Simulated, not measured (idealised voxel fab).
Presented below is a process module, voxel capacitor over wiring.
Square cells of 5 nm make up the cross-section cut, whose width is 190 nm.
Square cells in a grid make up a cross-section in this document, and the grid is given as bands, listed from the top down, each one or more rows of cells.
Basically the band line says how high the top is and how high the bottom is, in nm, and then what's in it from left to right, every material with its width in nm. Empty space shows up as "blank", and if a single material carries "full width" it runs the full band edge to edge.
Heights are expressed relative to 0, this being the level below which the as-received wafer comprises one material exclusively. The lowest band is unbounded in the downward direction and is denoted as in "0 -> down".
Graded width ("30->40"): value in top row of band = first number; value in bottom row = second number; row-to-row change constant.
Where a step carries "no change", the cross-section came out of it unchanged, cell for cell.
For the entry "Sealed voids", the listed items are empty spaces with no open way to the top whose size is 8 cells or more; each item follows the pattern width x height at distance, where distance is from the left edge and all three are in nm.
It should be noted that, on the line of a given step, the content following the step's settings is a remark produced by the simulator itself with respect to that step.
overlay nm: mask right of planned place by this much (step with mask). Neg. = left.
**Process steps (planned)**
1) RECEIVE [material Si]
2) CONFORMAL_DEP [material SiO2] [thk nm 10]
3) CONFORMAL_DEP [material SiN] [thk nm 5]
4) DIRECTIONAL_DEP [material lowk] [thk nm 25]
5) PATTERN [tone open] [mask id METAL_1] [material resist] [width nm 30] [pitch nm 80] [thk nm 20] [overlay nm 0]
6) DIRECTIONAL_ETCH [etch materials lowk] [depth nm 25]
7) DIRECTIONAL_ETCH [etch materials SiN] [depth nm 5]
8) STRIP [etch materials resist]
9) CONFORMAL_DEP [material TiN] [thk nm 5]
10) FILL_DEP [material Cu] [thk nm 5]
11) CMP [height nm 40]
12) CONFORMAL_DEP [material SiCN] [thk nm 5]
13) DIRECTIONAL_DEP [material lowk] [thk nm 10]
14) MASKED_ETCH [tone open] [mask id PLUG_1] [width nm 15] [etch materials lowk] [depth nm 10] [overlay nm 0]
15) MASKED_ETCH [tone open] [mask id PLUG_1] [width nm 15] [etch materials SiCN] [depth nm 5] [overlay nm 0]
16) CONFORMAL_DEP [material TiN] [thk nm 5]
17) FILL_DEP [material Ru] [thk nm 10]
18) CMP [height nm 55]
19) DIRECTIONAL_DEP [material TiN] [thk nm 5]
20) DIRECTIONAL_DEP [material SiN] [thk nm 5]
21) DIRECTIONAL_DEP [material TiN] [thk nm 10]
22) MASKED_ETCH [tone cover] [mask id UPPER_PLATE] [width nm 55] [etch materials TiN] [depth nm 10] [overlay nm 0]
23) MASKED_ETCH [tone cover] [mask id UPPER_PLATE] [width nm 55] [etch materials SiN] [depth nm 5] [overlay nm 0]
24) MASKED_ETCH [tone cover] [mask id LOWER_PLATE] [width nm 65] [etch materials TiN] [depth nm 5] [overlay nm 0]
25) FILL_DEP [material SiO2] [thk nm 15]
26) CMP [height nm 85]
27) MASKED_ETCH [tone open] [mask id PLUG_2] [width nm 15] [etch materials SiO2] [depth nm 10] [overlay nm 0]
28) CONFORMAL_DEP [material TiN] [thk nm 5]
29) FILL_DEP [material Ru] [thk nm 10]
30) CMP [height nm 85]
31) CONFORMAL_DEP [material SiN] [thk nm 5]
**Incoming wafer, cross-sectional view, post step 1**
	0 -> down | Si full width
	Sealed voids: none
**Cross-section, first of two wafers, end of module, run as planned**
	90 -> 85 | SiN full width
	85 -> 80 | SiO2 (65); TiN (5); Ru (5); TiN (5); SiO2 (110)
	80 -> 75 | SiO2 (65); TiN (15); SiO2 (110)
	75 -> 65 | SiO2 (55); TiN (55); SiO2 (80)
	65 -> 60 | SiO2 (55); SiN (55); SiO2 (80)
	60 -> 55 | SiO2 (50); TiN (65); SiO2 (75)
	55 -> 45 | lowk (55); TiN (5); Ru (5); TiN (5); lowk (120)
	45 -> 40 | SiCN (55); TiN (15); SiCN (120)
	40 -> 15 | lowk (40); TiN (5); Cu (20); TiN (5); lowk (50); TiN (5); Cu (20); TiN (5); lowk (40)
	15 -> 10 | SiN (40); TiN (30); SiN (50); TiN (30); SiN (40)
	10 -> 0 | SiO2 full width
	0 -> down | Si full width
	Sealed voids: none
**Wafer two (of two), end-of-module cross-section: start = wafer one, plan = wafer one, one run mistake**
	90 -> 85 | SiN full width
	85 -> 80 | SiO2 (65); TiN (5); Ru (5); TiN (5); SiO2 (110)
	80 -> 70 | SiO2 (65->60); TiN (15->50); SiO2 (110->80)
	70 -> 65 | SiO2 (55); TiN (55); SiO2 (80)
	65 -> 60 | SiO2 (55); SiN (55); SiO2 (80)
	60 -> 55 | SiO2 (55); TiN (70); SiO2 (65)
	55 -> 45 | lowk (55); TiN (5); Ru (5); TiN (5); lowk (120)
	45 -> 40 | SiCN (55); TiN (15); SiCN (120)
	40 -> 15 | lowk (40); TiN (5); Cu (20); TiN (5); lowk (50); TiN (5); Cu (20); TiN (5); lowk (40)
	15 -> 10 | SiN (40); TiN (30); SiN (50); TiN (30); SiN (40)
	10 -> 0 | SiO2 full width
	0 -> down | Si full width
	Sealed voids: none
Misprocessing identified: heads up, step 24 didn't go per plan, it actually ran as MASKED_ETCH [tone cover] [mask id LOWER_PLATE] [width nm 65] [etch materials TiN] [depth nm 5] [overlay nm 10]
The two final wafers agree on how many cells each material fills and disagree on which cells those are.
